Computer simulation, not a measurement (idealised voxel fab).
The following is a process module called voxel wiring stack.
In the cross-section labelled cut, the width is 240 nm and each square cell is 5 nm.
Cross-section = grid of square cells, listed top down in bands; band = one or more rows.
Each band's line starts with the height of the band's top and of its bottom, in nm. Then come its materials from left to right, each with its width in nm. One material with "everywhere" fills the band from edge to edge. "empty" is empty space.
For the purposes of this specification, 0 denotes the height below which the wafer in its as-received condition is composed wholly of one material, and the lowermost band, lacking a lower limit, extends downward without end, as expressed in "0 down".
So if you see something like "30..40" for the width, read it as the top row of the band sitting at the first number and the bottom row at the second, with every row in between moving by the same amount as the last.
You'll sometimes find "no change" written for a step, and that's the way of saying that nowhere in the cross-section did a cell change during that step.
The entry titled "Listed closed voids" provides the empty spaces that have no open way to the top, restricted to those of 8 cells or more. Each is presented as width x height at distance, the distance being measured from the left edge, with all three in nm.
Where a step's line continues beyond its settings, the continuation is a remark by the simulator itself on that step.
What "overlay nm" on a step's line means: if the step has a mask, that mask lay this far to the right of its planned place, or, when the value is negative, to the left.

plan:
1,RECEIVE [material Si]
2,CONFORMAL_DEP [material SiO2] [thk nm 15]
3,DIRECTIONAL_DEP [material TiN] [thk nm 5]
4,DIRECTIONAL_DEP [material Ru] [thk nm 25]
5,PATTERN [tone cover] [mask id METAL_1] [material resist] [width nm 25] [pitch nm 45] [thk nm 20] [overlay nm 0]
6,DIRECTIONAL_ETCH [etch materials Ru] [depth nm 25]
7,DIRECTIONAL_ETCH [etch materials TiN] [depth nm 5]
8,STRIP [etch materials resist]
9,FILL_DEP [material lowk] [thk nm 10]
10,CMP [height nm 45]
11,CONFORMAL_DEP [material SiCN] [thk nm 5]
12,DIRECTIONAL_DEP [material lowk] [thk nm 25]
13,DIRECTIONAL_DEP [material aC] [thk nm 10]
14,PATTERN [tone open] [mask id METAL_2_HOLES] [material resist] [width nm 15] [pitch nm 45] [thk nm 25] [overlay nm 0]
15,DIRECTIONAL_ETCH [etch materials aC] [depth nm 10]
16,STRIP [etch materials resist]
17,DIRECTIONAL_ETCH [etch materials lowk] [depth nm 25]
18,STRIP [etch materials aC]
19,MASKED_ETCH [tone open] [mask id METAL_2] [width nm 25] [pitch nm 45] [etch materials lowk] [depth nm 15] [overlay nm 0]
20,MASKED_ETCH [tone open] [mask id METAL_2] [width nm 25] [pitch nm 45] [etch materials SiCN] [depth nm 5] [overlay nm 0]
21,CONFORMAL_DEP [material TiN] [thk nm 5]
22,FILL_DEP [material Cu] [thk nm 10]
23,CMP [height nm 75]
24,CONFORMAL_DEP [material SiCN] [thk nm 5]

First of the two wafers, run per plan:

As-received state of the wafer in cross-section, equivalent to post-step 1:
> 0 down  Si everywhere
> Listed closed voids: none

Cross-section of the wafer after step 2:
> 15 to 0  SiO2 everywhere
> below 0: unchanged

Cross-section of the wafer after step 3:
> 20 to 15  TiN everywhere
> below 15: unchanged

Cross-section of the wafer after step 4:
> 45 to 20  Ru everywhere
> below 20: unchanged

Cross-section of the wafer after step 5:
> 65 to 45  40 empty / 25 resist / 20 empty / 25 resist / 20 empty / 25 resist / 20 empty / 25 resist / 40 empty
> below 45: unchanged

Cross-section of the wafer after step 6:
> 65 to 45  40 empty / 25 resist / 20 empty / 25 resist / 20 empty / 25 resist / 20 empty / 25 resist / 40 empty
> 45 to 20  40 empty / 25 Ru / 20 empty / 25 Ru / 20 empty / 25 Ru / 20 empty / 25 Ru / 40 empty
> below 20: unchanged

Cross-section of the wafer after step 7:
> 65 to 45  40 empty / 25 resist / 20 empty / 25 resist / 20 empty / 25 resist / 20 empty / 25 resist / 40 empty
> 45 to 20  40 empty / 25 Ru / 20 empty / 25 Ru / 20 empty / 25 Ru / 20 empty / 25 Ru / 40 empty
> 20 to 15  40 empty / 25 TiN / 20 empty / 25 TiN / 20 empty / 25 TiN / 20 empty / 25 TiN / 40 empty
> below 15: unchanged

Cross-section of the wafer after step 8:
> 45 to 20  40 empty / 25 Ru / 20 empty / 25 Ru / 20 empty / 25 Ru / 20 empty / 25 Ru / 40 empty
> below 20: unchanged

Cross-section of the wafer after step 9:
> 55 to 45  lowk everywhere
> 45 to 20  40 lowk / 25 Ru / 20 lowk / 25 Ru / 20 lowk / 25 Ru / 20 lowk / 25 Ru / 40 lowk
> 20 to 15  40 lowk / 25 TiN / 20 lowk / 25 TiN / 20 lowk / 25 TiN / 20 lowk / 25 TiN / 40 lowk
> below 15: unchanged

Cross-section of the wafer after step 10:
> 45 to 20  40 lowk / 25 Ru / 20 lowk / 25 Ru / 20 lowk / 25 Ru / 20 lowk / 25 Ru / 40 lowk
> below 20: unchanged

Cross-section of the wafer after step 11:
> 50 to 45  SiCN everywhere
> below 45: unchanged

Cross-section of the wafer after step 12:
> 75 to 50  lowk everywhere
> below 50: unchanged

Cross-section of the wafer after step 13:
> 85 to 75  aC everywhere
> below 75: unchanged

Cross-section of the wafer after step 14:
> 110 to 85  40 resist / 15 empty / 30 resist / 15 empty / 30 resist / 15 empty / 30 resist / 15 empty / 50 resist
> below 85: unchanged

Cross-section of the wafer after step 15:
> 100 to 85  40 resist / 15 empty / 30 resist / 15 empty / 30 resist / 15 empty / 30 resist / 15 empty / 50 resist
> 85 to 75  40 aC / 15 empty / 30 aC / 15 empty / 30 aC / 15 empty / 30 aC / 15 empty / 50 aC
> below 75: unchanged

Cross-section of the wafer after step 16:
> 85 to 75  40 aC / 15 empty / 30 aC / 15 empty / 30 aC / 15 empty / 30 aC / 15 empty / 50 aC
> below 75: unchanged

Cross-section of the wafer after step 17:
> 85 to 75  40 aC / 15 empty / 30 aC / 15 empty / 30 aC / 15 empty / 30 aC / 15 empty / 50 aC
> 75 to 50  40 lowk / 15 empty / 30 lowk / 15 empty / 30 lowk / 15 empty / 30 lowk / 15 empty / 50 lowk
> below 50: unchanged

Cross-section of the wafer after step 18:
> 75 to 50  40 lowk / 15 empty / 30 lowk / 15 empty / 30 lowk / 15 empty / 30 lowk / 15 empty / 50 lowk
> below 50: unchanged

Cross-section of the wafer after step 19:
> 75 to 60  40 lowk / 25 empty / 20 lowk / 25 empty / 20 lowk / 25 empty / 20 lowk / 25 empty / 40 lowk
> below 60: unchanged

Cross-section of the wafer after step 20:
> 75 to 60  40 lowk / 25 empty / 20 lowk / 25 empty / 20 lowk / 25 empty / 20 lowk / 25 empty / 40 lowk
> 60 to 50  40 lowk / 15 empty / 30 lowk / 15 empty / 30 lowk / 15 empty / 30 lowk / 15 empty / 50 lowk
> 50 to 45  40 SiCN / 15 empty / 30 SiCN / 15 empty / 30 SiCN / 15 empty / 30 SiCN / 15 empty / 50 SiCN
> below 45: unchanged

Cross-section of the wafer after step 21:
> 80 to 75  45 TiN / 15 empty / 30 TiN / 15 empty / 30 TiN / 15 empty / 30 TiN / 15 empty / 45 TiN
> 75 to 65  40 lowk / 5 TiN / 15 empty / 5 TiN / 20 lowk / 5 TiN / 15 empty / 5 TiN / 20 lowk / 5 TiN / 15 empty / 5 TiN / 20 lowk / 5 TiN / 15 empty / 5 TiN / 40 lowk
> 65 to 60  40 lowk / 5 TiN / 5 empty / 15 TiN / 20 lowk / 5 TiN / 5 empty / 15 TiN / 20 lowk / 5 TiN / 5 empty / 15 TiN / 20 lowk / 5 TiN / 5 empty / 15 TiN / 40 lowk
> 60 to 50  40 lowk / 5 TiN / 5 empty / 5 TiN / 30 lowk / 5 TiN / 5 empty / 5 TiN / 30 lowk / 5 TiN / 5 empty / 5 TiN / 30 lowk / 5 TiN / 5 empty / 5 TiN / 50 lowk
> 50 to 45  40 SiCN / 15 TiN / 30 SiCN / 15 TiN / 30 SiCN / 15 TiN / 30 SiCN / 15 TiN / 50 SiCN
> below 45: unchanged

Cross-section of the wafer after step 22:
> 90 to 80  Cu everywhere
> 80 to 75  45 TiN / 15 Cu / 30 TiN / 15 Cu / 30 TiN / 15 Cu / 30 TiN / 15 Cu / 45 TiN
> 75 to 65  40 lowk / 5 TiN / 15 Cu / 5 TiN / 20 lowk / 5 TiN / 15 Cu / 5 TiN / 20 lowk / 5 TiN / 15 Cu / 5 TiN / 20 lowk / 5 TiN / 15 Cu / 5 TiN / 40 lowk
> 65 to 60  40 lowk / 5 TiN / 5 Cu / 15 TiN / 20 lowk / 5 TiN / 5 Cu / 15 TiN / 20 lowk / 5 TiN / 5 Cu / 15 TiN / 20 lowk / 5 TiN / 5 Cu / 15 TiN / 40 lowk
> 60 to 50  40 lowk / 5 TiN / 5 Cu / 5 TiN / 30 lowk / 5 TiN / 5 Cu / 5 TiN / 30 lowk / 5 TiN / 5 Cu / 5 TiN / 30 lowk / 5 TiN / 5 Cu / 5 TiN / 50 lowk
> below 50: unchanged

Cross-section of the wafer after step 23:
> 75 to 65  40 lowk / 5 TiN / 15 Cu / 5 TiN / 20 lowk / 5 TiN / 15 Cu / 5 TiN / 20 lowk / 5 TiN / 15 Cu / 5 TiN / 20 lowk / 5 TiN / 15 Cu / 5 TiN / 40 lowk
> below 65: unchanged

Cross-section of the wafer after step 24:
> 80 to 75  SiCN everywhere
> below 75: unchanged

For the second wafer, take the first wafer's start and plan, then add one mistake made in running it; everything through step 18, that step included, is shared with the first:

The second wafer in cross-section, at the planned close of step 19:
> 75 to 55  40 lowk / 25 empty / 20 lowk / 25 empty / 20 lowk / 25 empty / 20 lowk / 25 empty / 40 lowk
> below 55: unchanged

The second wafer in cross-section, at the planned close of step 20:
> 75 to 55  40 lowk / 25 empty / 20 lowk / 25 empty / 20 lowk / 25 empty / 20 lowk / 25 empty / 40 lowk
> 55 to 50  40 lowk / 15 empty / 30 lowk / 15 empty / 30 lowk / 15 empty / 30 lowk / 15 empty / 50 lowk
> 50 to 45  40 SiCN / 15 empty / 30 SiCN / 15 empty / 30 SiCN / 15 empty / 30 SiCN / 15 empty / 50 SiCN
> below 45: unchanged

The second wafer in cross-section, at the planned close of step 21:
> 80 to 75  45 TiN / 15 empty / 30 TiN / 15 empty / 30 TiN / 15 empty / 30 TiN / 15 empty / 45 TiN
> 75 to 60  40 lowk / 5 TiN / 15 empty / 5 TiN / 20 lowk / 5 TiN / 15 empty / 5 TiN / 20 lowk / 5 TiN / 15 empty / 5 TiN / 20 lowk / 5 TiN / 15 empty / 5 TiN / 40 lowk
> 60 to 50  40 lowk / 5 TiN / 5 empty / 15..5 TiN / 20..30 lowk / 5 TiN / 5 empty / 15..5 TiN / 20..30 lowk / 5 TiN / 5 empty / 15..5 TiN / 20..30 lowk / 5 TiN / 5 empty / 15..5 TiN / 40..50 lowk
> 50 to 45  40 SiCN / 15 TiN / 30 SiCN / 15 TiN / 30 SiCN / 15 TiN / 30 SiCN / 15 TiN / 50 SiCN
> below 45: unchanged

The second wafer in cross-section, at the planned close of step 22:
> 90 to 80  Cu everywhere
> 80 to 75  45 TiN / 15 Cu / 30 TiN / 15 Cu / 30 TiN / 15 Cu / 30 TiN / 15 Cu / 45 TiN
> 75 to 60  40 lowk / 5 TiN / 15 Cu / 5 TiN / 20 lowk / 5 TiN / 15 Cu / 5 TiN / 20 lowk / 5 TiN / 15 Cu / 5 TiN / 20 lowk / 5 TiN / 15 Cu / 5 TiN / 40 lowk
> 60 to 50  40 lowk / 5 TiN / 5 Cu / 15..5 TiN / 20..30 lowk / 5 TiN / 5 Cu / 15..5 TiN / 20..30 lowk / 5 TiN / 5 Cu / 15..5 TiN / 20..30 lowk / 5 TiN / 5 Cu / 15..5 TiN / 40..50 lowk
> below 50: unchanged

The second wafer in cross-section, at the planned close of step 23:
> 75 to 60  40 lowk / 5 TiN / 15 Cu / 5 TiN / 20 lowk / 5 TiN / 15 Cu / 5 TiN / 20 lowk / 5 TiN / 15 Cu / 5 TiN / 20 lowk / 5 TiN / 15 Cu / 5 TiN / 40 lowk
> below 60: unchanged

The second wafer in cross-section, at the planned close of step 24:
> 80 to 75  SiCN everywhere
> below 75: unchanged
Processing error: not per plan at step 19, really ran MASKED_ETCH [tone open] [mask id METAL_2] [width nm 25] [pitch nm 45] [etch materials lowk] [depth nm 20] [overlay nm 0]
Final difference in cells, second wafer against first, listed per material as more or fewer: Cu +8 | lowk -8
